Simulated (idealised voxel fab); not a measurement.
The document below concerns the process module designated voxel trench capacitor.
Cross-section cut spans 210 nm and uses square cells 5 nm in size.
How to read a cross-section here: the picture is a grid of square cells, written as bands going from the top down, and any band can span one or more rows of cells.
Basically the band line says how high the top is and how high the bottom is, in nm, and then what's in it from left to right, every material with its width in nm. Empty space shows up as "blank", and if a single material carries "throughout" it runs the full band edge to edge.
Height is counted from the level 0, under which the received wafer is composed throughout of one material. The lowest of the bands is not closed at the bottom but continues downward, in the notation "0 and below".
A width given as "30..40" starts at the first number in the band's top row and ends at the second number in its bottom row, shifting by an equal amount at every step from row to row.
Take "left unchanged" at face value: in the step it is given for, the cross-section changed in none of its cells.
Empty spaces counting at least 8 cells and having no open way to the top are listed in "Sealed-off cavities". The notation width x height at distance is used for each, the distance being from the left edge and all three values in nm.
The remark found on a step's line after its settings is issued by the simulator itself and pertains to that step.
overlay nm, on a step with a mask: how far to the right of its planned place the mask lay; to the left if negative
List of planned process steps:
| 1 | RECEIVE with material Si |
| 2 | CONFORMAL_DEP with material SiN, thk nm 10 |
| 3 | PATTERN with tone open, mask id TRENCH, material resist, width nm 20, pitch nm 35, thk nm 15, overlay nm -15 |
| 4 | DIRECTIONAL_ETCH with etch materials SiN, depth nm 10 |
| 5 | DIRECTIONAL_ETCH with etch materials Si, depth nm 25 |
| 6 | STRIP with etch materials resist |
| 7 | CONFORMAL_DEP with material SiO2, thk nm 5 |
| 8 | FILL_DEP with material polySi, thk nm 5 |
| 9 | CMP with height nm 10 |
Wafer-to-wafer difference: overlay nm, step 3. Common start. Plan = first wafer's value.
The first of several wafers as received, shown in cross-section; this is its state after step 1:
    0 and below = Si throughout
    Sealed-off cavities: none
Take a look at the first of several wafers in cross-section: the module is done, and step 9 was its last step:
    10 down to 0 = SiN=25, SiO2=5, polySi=10, SiO2=5, SiN=15, SiO2=5, polySi=10, SiO2=5, SiN=15, SiO2=5, polySi=10, SiO2=5, SiN=15, SiO2=5, polySi=10, SiO2=5, SiN=60
    0 down to -20 = Si=25, SiO2=5, polySi=10, SiO2=5, Si=15, SiO2=5, polySi=10, SiO2=5, Si=15, SiO2=5, polySi=10, SiO2=5, Si=15, SiO2=5, polySi=10, SiO2=5, Si=60
    -20 down to -25 = Si=25, SiO2=20, Si=15, SiO2=20, Si=15, SiO2=20, Si=15, SiO2=20, Si=60
    -25 and below = Si throughout
    Sealed-off cavities: none
Cross-sectional depiction of the last of several wafers upon completion of the module:
    10 down to 0 = SiN=55, SiO2=5, polySi=10, SiO2=5, SiN=15, SiO2=5, polySi=10, SiO2=5, SiN=15, SiO2=5, polySi=10, SiO2=5, SiN=15, SiO2=5, polySi=10, SiO2=5, SiN=30
    0 down to -20 = Si=55, SiO2=5, polySi=10, SiO2=5, Si=15, SiO2=5, polySi=10, SiO2=5, Si=15, SiO2=5, polySi=10, SiO2=5, Si=15, SiO2=5, polySi=10, SiO2=5, Si=30
    -20 down to -25 = Si=55, SiO2=20, Si=15, SiO2=20, Si=15, SiO2=20, Si=15, SiO2=20, Si=30
    -25 and below = Si throughout
    Sealed-off cavities: none
Below, a row for every wafer. Read it as the end-of-module picture: for each material the wafer shows its cells gained (+) or lost (-) since it was received, and then its closed voids:
overlay nm -15; -80 Si; +52 SiN; +64 SiO2; +48 polySi; Sealed-off cavities: none
overlay nm -10; -80 Si; +52 SiN; +64 SiO2; +48 polySi; Sealed-off cavities: none
overlay nm -5; -80 Si; +52 SiN; +64 SiO2; +48 polySi; Sealed-off cavities: none
overlay nm 0; -80 Si; +52 SiN; +64 SiO2; +48 polySi; Sealed-off cavities: none
overlay nm 5; -80 Si; +52 SiN; +64 SiO2; +48 polySi; Sealed-off cavities: none
overlay nm 10; -80 Si; +52 SiN; +64 SiO2; +48 polySi; Sealed-off cavities: none
overlay nm 15; -80 Si; +52 SiN; +64 SiO2; +48 polySi; Sealed-off cavities: none
